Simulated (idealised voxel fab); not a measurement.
process module | voxel released beams
cross-section cut | 235 nm wide | cells 5 nm
A cross-section is a grid of square cells, given in bands from the top down. A band is one or more rows of cells.
Each band's line starts with the height of the band's top and of its bottom, in nm. Then come its materials from left to right, each with its width in nm. One material with "throughout" fills the band from edge to edge. "air" is empty space.
Height 0 is the level under which the wafer as received is all one material. The lowest band goes on downwards, as in "0 down".
A width such as "30 to 40" changes by the same amount from each row of cells to the next, from the band's top row to its bottom row.
"no change" after a step means that no cell of the cross-section changed.
closed voids: empty space of 8 cells or more with no open way to the top, each as width x height at its distance from the left edge, in nm
after a step's settings: what the simulator itself notes on the step
overlay nm, on a step with a mask: how far to the right of its planned place the mask lay; to the left if negative
plan
1 op RECEIVE | material Si
2 op CONFORMAL_DEP | material SiN | thk nm 10
3 op DIRECTIONAL_DEP | material SiO2 | thk nm 15
4 op DIRECTIONAL_DEP | material aC | thk nm 10
5 op PATTERN | tone open | mask id ANCHOR | material resist | width nm 35 | thk nm 25 | overlay nm 0
6 op DIRECTIONAL_ETCH | etch materials aC | depth nm 10
7 op STRIP | etch materials resist
8 op DIRECTIONAL_ETCH | etch materials SiO2 | depth nm 15
9 op STRIP | etch materials aC
10 op CONFORMAL_DEP | material TiN | thk nm 10
11 op DIRECTIONAL_DEP | material aC | thk nm 15
12 op PATTERN | tone cover | mask id BEAM | material resist | width nm 90 | thk nm 30 | overlay nm 0
13 op DIRECTIONAL_ETCH | etch materials aC | depth nm 15
14 op STRIP | etch materials resist
15 op DIRECTIONAL_ETCH | etch materials TiN | depth nm 10
16 op STRIP | etch materials aC
17 op STRIP | etch materials SiO2
first wafer, as planned
as received, after step 1
  0 down: Si throughout
  closed voids: none
after step 2
  10 to 0: SiN throughout
  below 0: unchanged
after step 3
  25 to 10: SiO2 throughout
  below 10: unchanged
after step 4
  35 to 25: aC throughout
  below 25: unchanged
after step 5
  60 to 35: resist 75 | air 35 | resist 125
  below 35: unchanged
after step 6
  50 to 35: resist 75 | air 35 | resist 125
  35 to 25: aC 75 | air 35 | aC 125
  below 25: unchanged
after step 7
  35 to 25: aC 75 | air 35 | aC 125
  below 25: unchanged
after step 8
  35 to 25: aC 75 | air 35 | aC 125
  25 to 10: SiO2 75 | air 35 | SiO2 125
  below 10: unchanged
after step 9
  25 to 10: SiO2 75 | air 35 | SiO2 125
  below 10: unchanged
after step 10
  35 to 25: TiN 85 | air 15 | TiN 135
  25 to 20: SiO2 75 | TiN 10 | air 15 | TiN 10 | SiO2 125
  20 to 10: SiO2 75 | TiN 35 | SiO2 125
  below 10: unchanged
after step 11
  50 to 35: aC 85 | air 15 | aC 135
  35 to 25: TiN 85 | aC 15 | TiN 135
  25 to 20: SiO2 75 | TiN 10 | aC 15 | TiN 10 | SiO2 125
  below 20: unchanged
after step 12
  80 to 50: air 70 | resist 90 | air 75
  50 to 35: aC 85 | resist 15 | aC 135
  below 35: unchanged
after step 13
  65 to 50: air 70 | resist 90 | air 75
  50 to 35: air 70 | aC 15 | resist 15 | aC 60 | air 75
  below 35: unchanged
after step 14
  50 to 35: air 70 | aC 15 | air 15 | aC 60 | air 75
  below 35: unchanged
after step 15
  50 to 35: air 70 | aC 15 | air 15 | aC 60 | air 75
  35 to 25: air 70 | TiN 15 | aC 15 | TiN 60 | air 75
  below 25: unchanged
after step 16
  35 to 25: air 70 | TiN 15 | air 15 | TiN 60 | air 75
  25 to 20: SiO2 75 | TiN 10 | air 15 | TiN 10 | SiO2 125
  below 20: unchanged
after step 17
  35 to 25: air 70 | TiN 15 | air 15 | TiN 60 | air 75
  25 to 20: air 75 | TiN 10 | air 15 | TiN 10 | air 125
  20 to 10: air 75 | TiN 35 | air 125
  below 10: unchanged
second wafer: like start, like plan, one mistake. Through step 14 it matches the first wafer
when step 15 should have ended
  50 to 35: air 70 | aC 15 | air 15 | aC 60 | air 75
  35 to 30: air 70 | TiN 15 | aC 15 | TiN 60 | air 75
  below 30: unchanged
when step 16 should have ended
  35 to 30: air 70 | TiN 15 | air 15 | TiN 60 | air 75
  30 to 25: TiN 85 | air 15 | TiN 135
  25 to 20: SiO2 75 | TiN 10 | air 15 | TiN 10 | SiO2 125
  below 20: unchanged
when step 17 should have ended: no change
what went wrong: step 15 ran as: op DIRECTIONAL_ETCH | etch materials TiN | depth nm 5
at the end the second wafer has, in cells: 120 more of SiO2 | 29 more of TiN
